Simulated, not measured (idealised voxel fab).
The document below concerns the process module designated voxel tone inversion.
For reference, the cross-section in this document is cut, with width 275 nm and square cells of 5 nm.
A cross-section is written here as square cells arranged in a grid, and it is given in bands from the top down, each band taking up one or more rows of cells. This entry defines a band. It first specifies the height of the band's top and the height of its bottom in nm, and then specifies the band's materials from left to right, stating each material with its width in nm. The word "edge to edge" identifies a single material that fills the band from edge to edge, while the word "blank" identifies empty space. We count height from 0. Below that, the starting wafer is all one material. The lowest band never ends at the bottom but goes on down; see "0 -> down" for how that is written. Quick explanation for "30->40": the width changes in equal steps down the rows of cells, from the first number in the band's top row to the second number in its bottom row. Given "left unchanged" for a step, no cell of the cross-section differs between before and after that step. The entry titled "Voids lacking openings" provides the empty spaces that have no open way to the top, restricted to those of 8 cells or more. Each is presented as width x height at distance, the distance being measured from the left edge, with all three in nm. If you see something after the settings on a step's line, that's the simulator's own remark about that step. On any step carrying a mask, the "overlay nm" setting, if present on the step's line, tells how far right of its planned place the mask lay; negative values point to the left.

THESE ARE THE STEPS WE PLANNED FOR THE PROCESS
1,op RECEIVE | material Si
2,op CONFORMAL_DEP | material SiN | thk nm 10
3,op DIRECTIONAL_DEP | material polySi | thk nm 20
4,op PATTERN | tone cover | mask id POSTS | material resist | width nm 25 | pitch nm 40 | thk nm 30 | overlay nm 0
5,op DIRECTIONAL_ETCH | etch materials polySi | depth nm 20
6,op STRIP | etch materials resist
7,op FILL_DEP | material lowk | thk nm 5
8,op CMP | height nm 30
9,op STRIP | etch materials polySi

CROSS-SECTION, INCOMING MATERIAL, AFTER STEP 1
	0 -> down | Si edge to edge
	Voids lacking openings: none

MODULE COMPLETE - CROSS-SECTION OF THE FIRST OF TWO WAFERS, RUN ACCORDING TO PLAN
	30 -> 10 | lowk (85) | blank (25) | lowk (15) | blank (25) | lowk (15) | blank (25) | lowk (85)
	10 -> 0 | SiN edge to edge
	0 -> down | Si edge to edge
	Voids lacking openings: none

CROSS-SECTION OF THE LATTER OF THE TWO WAFERS AT MODULE COMPLETION. IT HAD AN IDENTICAL START AND AN IDENTICAL PLAN TO THE FORMER; IN RUNNING IT, ONE MISTAKE WAS MADE
	20 -> 10 | lowk (85) | blank (25) | lowk (15) | blank (25) | lowk (15) | blank (25) | lowk (85)
	10 -> 0 | SiN edge to edge
	0 -> down | Si edge to edge
	Voids lacking openings: none
Where did the run depart from the plan? so step 8 ended up running with a different setting than we planned, it ran as op CMP | height nm 20
Materials where the second wafer ends with more or fewer cells than the first: 80 fewer of lowk
